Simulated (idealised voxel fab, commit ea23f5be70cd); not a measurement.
The process module that follows is named voxel ribs on slabs.
Cross-section cut: width 190 nm, square cells of 5 nm.
The cross-sections in this document take the form of a grid made of square cells. They are written out as bands, in order from top to bottom. Each band consists of one or more rows of cells. Each band's line starts with the height of the band's top and of its bottom, in nm. Then come its materials from left to right, each with its width in nm. One material with "throughout" fills the band from edge to edge. "air" is empty space. Heights from 0 (as-received wafer is one material below). Bottom band endless downward, as "from 0 down". Quick explanation for "30 to 40": the width changes in equal steps down the rows of cells, from the first number in the band's top row to the second number in its bottom row. Step note "no change" = no cross-section cell changed. Entry "Closed internal voids". Content: empty spaces with no open connection to the top, size 8 cells or greater. Each: width x height at distance. Distance: from left edge. Unit: nm. Heads up: the bit after the settings on a step's line is the simulator's remark on that step. overlay nm: right-of-plan distance of the mask on a masked step; negative values mean left-of-plan.

# The steps planned for the process are as follows
1. RECEIVE, material Si
2. DIRECTIONAL_DEP, material SiO2, thk nm 20
3. DIRECTIONAL_DEP, material SiN, thk nm 15
4. DIRECTIONAL_DEP, material aC, thk nm 10
5. PATTERN, tone cover, mask id RIB, material resist, width nm 20, thk nm 25, overlay nm 0
6. DIRECTIONAL_ETCH, etch materials aC, depth nm 10
7. STRIP, etch materials resist
8. DIRECTIONAL_ETCH, etch materials SiN, depth nm 10
9. STRIP, etch materials aC
10. MASKED_ETCH, tone cover, mask id SLAB, width nm 50, etch materials SiN, depth nm 5, overlay nm 0
11. FILL_DEP, material SiO2, thk nm 20
12. CMP, height nm 45
13. DIRECTIONAL_DEP, material TiN, thk nm 5
14. MASKED_ETCH, tone cover, mask id HEATER, width nm 30, etch materials TiN, depth nm 5, overlay nm 0
15. CONFORMAL_DEP, material SiO2, thk nm 5

# This is the cross-section of the wafer as we received it, i.e. after step 1
from 0 down = Si throughout
Closed internal voids: none

# The cross-section shown corresponds to the wafer at the conclusion of the module. The initial structure and the process plan are those presented above; however, one mistake occurred in executing the plan
from 55 to 50 = air=75, SiO2=40, air=75
from 50 to 45 = SiO2=80, TiN=30, SiO2=80
from 45 to 30 = SiO2 throughout
from 30 to 25 = SiO2=85, SiN=20, SiO2=85
from 25 to 20 = SiN=70, SiO2=15, SiN=20, SiO2=15, SiN=70
from 20 to 0 = SiO2 throughout
from 0 down = Si throughout
Closed internal voids: none
What broke from the plan during processing? it should be noted that step 10 was executed with settings other than those planned, the operation and settings actually applied being MASKED_ETCH, tone open, mask id SLAB, width nm 50, etch materials SiN, depth nm 5, overlay nm 0
